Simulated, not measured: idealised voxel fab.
Name of the process module below: voxel fin reveal
It is cross-section cut that appears here, measuring 245 nm in width, its square cells being 5 nm in size.
A cross-section is a grid of square cells, given in bands from the top down. A band is one or more rows of cells. Quick guide to a band line: top height, bottom height (nm) up front; then every material left to right with its width in nm. Only one material and it's marked "all across"? Then it fills the band edge to edge. And "empty" just means empty space. The level at which height equals 0 is the one under which the wafer, as it arrives, is entirely one material. No lower edge exists for the bottom band, which continues downward and is notated as in "top 0, no bottom". With a width like "30..40", each row of cells in the band differs from the next by the same amount, the top row carrying the first number and the bottom row the second. When a step is marked "same as before", none of the cells in the cross-section changed during that step. Each empty space that has no open way to the top and spans at least 8 cells appears under "Non-vented voids" as width x height at distance, the distance counted from the left edge, all in nm. Step line, after settings: the simulator's comment on this step. overlay nm: for a step with a mask, the amount by which the mask lay right of where it was planned; a negative amount means left of it.

Process steps (planned):
1: RECEIVE [material Si]
2: CONFORMAL_DEP [material SiN] [thk nm 10]
3: PATTERN [tone cover] [mask id FINS] [material resist] [width nm 15] [pitch nm 40] [thk nm 15] [overlay nm 0]
4: DIRECTIONAL_ETCH [etch materials SiN] [depth nm 10]
5: DIRECTIONAL_ETCH [etch materials Si] [depth nm 40]
6: STRIP [etch materials resist]
7: OXIDIZE [depth nm 5]
8: FILL_DEP [material SiO2] [thk nm 10]
9: CMP [height nm 10]
10: SELECTIVE_ETCH [etch materials SiO2] [depth nm 35]
11: STRIP [etch materials SiN]
12: CONFORMAL_DEP [material HfO2] [thk nm 5]

Cross-section of the wafer upon arrival, representing the state reached after step 1:
top 0, no bottom  Si all across
Non-vented voids: none

Result of the module, cross-sectioned: start per above, plan per above, one error in how it was run:
top 5, bottom 0  75 nm empty, then 15 nm HfO2, then 25 nm empty, then 15 nm HfO2, then 25 nm empty, then 15 nm HfO2, then 75 nm empty
top 0, bottom -20  75 nm empty, then 5 nm HfO2, then 5 nm Si, then 5 nm HfO2, then 25 nm empty, then 5 nm HfO2, then 5 nm Si, then 5 nm HfO2, then 25 nm empty, then 5 nm HfO2, then 5 nm Si, then 5 nm HfO2, then 75 nm empty
top -20, bottom -25  45 nm HfO2, then 30 nm empty, then 5 nm HfO2, then 5 nm Si, then 5 nm HfO2, then 25 nm empty, then 5 nm HfO2, then 5 nm Si, then 5 nm HfO2, then 25 nm empty, then 5 nm HfO2, then 5 nm Si, then 5 nm HfO2, then 30 nm empty, then 45 nm HfO2
top -25, bottom -30  40 nm SiO2, then 5 nm HfO2, then 30 nm empty, then 5 nm HfO2, then 5 nm Si, then 5 nm HfO2, then 25 nm empty, then 5 nm HfO2, then 5 nm Si, then 5 nm HfO2, then 25 nm empty, then 5 nm HfO2, then 5 nm Si, then 5 nm HfO2, then 30 nm empty, then 5 nm HfO2, then 40 nm SiO2
top -30, bottom -35  40 nm SiO2, then 40 nm HfO2, then 5 nm Si, then 35 nm HfO2, then 5 nm Si, then 35 nm HfO2, then 5 nm Si, then 40 nm HfO2, then 40 nm SiO2
top -35, bottom -45  80 nm SiO2, then 5 nm Si, then 35 nm SiO2, then 5 nm Si, then 35 nm SiO2, then 5 nm Si, then 80 nm SiO2
top -45, no bottom  Si all across
Non-vented voids: none
It is concluded that the wafer was processed incorrectly with respect to the plan, in that contrary to the plan, steps 10 and 11 were processed in exchanged order
